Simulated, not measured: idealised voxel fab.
A process module follows: voxel ribs on slabs.
Displayed cross-section: cut, width of 270 nm, square cells sized 5 nm.
In this document a cross-section is written as a grid of square cells. It is given as a series of bands, listed from the top down, and a band is one or more rows of cells. Quick guide to a band line: top height, bottom height (nm) up front; then every material left to right with its width in nm. Only one material and it's marked "throughout"? Then it fills the band edge to edge. And "empty" just means empty space. All heights in this document are referenced to 0, defined as the level beneath which the wafer, as received, consists entirely of one material. The lowest band is not bounded below; it extends indefinitely downward and is written in the form "from 0 down". Width spec "30 to 40" -> top row of cells at first value, bottom row at second value, equal per-row change in between. "no change occurred" for a step: no cell of the cross-section changed in that step. The list in "Closed internal voids" covers empty spaces of 8 cells or more that cannot reach the top through any open way, and it gives each as width x height at distance; the distance is from the left edge, and width, height and distance are in nm. Step line, after settings: the simulator's comment on this step. "overlay nm" answers the question of how far to the right of plan the mask lay on a step that has a mask, and when it is negative the answer is to the left.
THE PROCESS STEPS THAT WERE PLANNED ARE LISTED BELOW
1,RECEIVE,material Si
2,DIRECTIONAL_DEP,material SiO2,thk nm 30
3,DIRECTIONAL_DEP,material polySi,thk nm 15
4,MASKED_ETCH,tone cover,mask id RIB,width nm 15,etch materials polySi,depth nm 10,overlay nm 0
5,PATTERN,tone cover,mask id SLAB,material resist,width nm 55,thk nm 15,overlay nm 0
6,DIRECTIONAL_ETCH,etch materials polySi,depth nm 5
7,STRIP,etch materials resist
8,FILL_DEP,material SiO2,thk nm 25
9,CMP,height nm 65
10,DIRECTIONAL_DEP,material W,thk nm 10
11,MASKED_ETCH,tone cover,mask id HEATER,width nm 25,etch materials W,depth nm 10,overlay nm 0
12,CONFORMAL_DEP,material SiO2,thk nm 10
Split variable: width nm, step 5. Plan value = first wafer. Wafers start alike.
CROSS-SECTION OF THE FIRST OF SEVERAL RECEIVED WAFERS, SHOWING ITS STATE AFTER STEP 1
from 0 down | Si throughout
Closed internal voids: none
HERE IS HOW TO READ THE ROWS: EVERY WAFER HAS A ROW, AND IT SHOWS THE WAFER AT THE END OF THE MODULE, GIVING FOR EACH MATERIAL HOW MANY CELLS WERE GAINED (+) OR LOST (-) SINCE THE WAFER WAS RECEIVED, THEN LISTING ITS CLOSED VOIDS
width nm 55, +801 SiO2, +10 W, +17 polySi, Closed internal voids: none
width nm 60, +800 SiO2, +10 W, +18 polySi, Closed internal voids: none
width nm 65, +799 SiO2, +10 W, +19 polySi, Closed internal voids: none
width nm 70, +798 SiO2, +10 W, +20 polySi, Closed internal voids: none
width nm 75, +797 SiO2, +10 W, +21 polySi, Closed internal voids: none
width nm 80, +796 SiO2, +10 W, +22 polySi, Closed internal voids: none
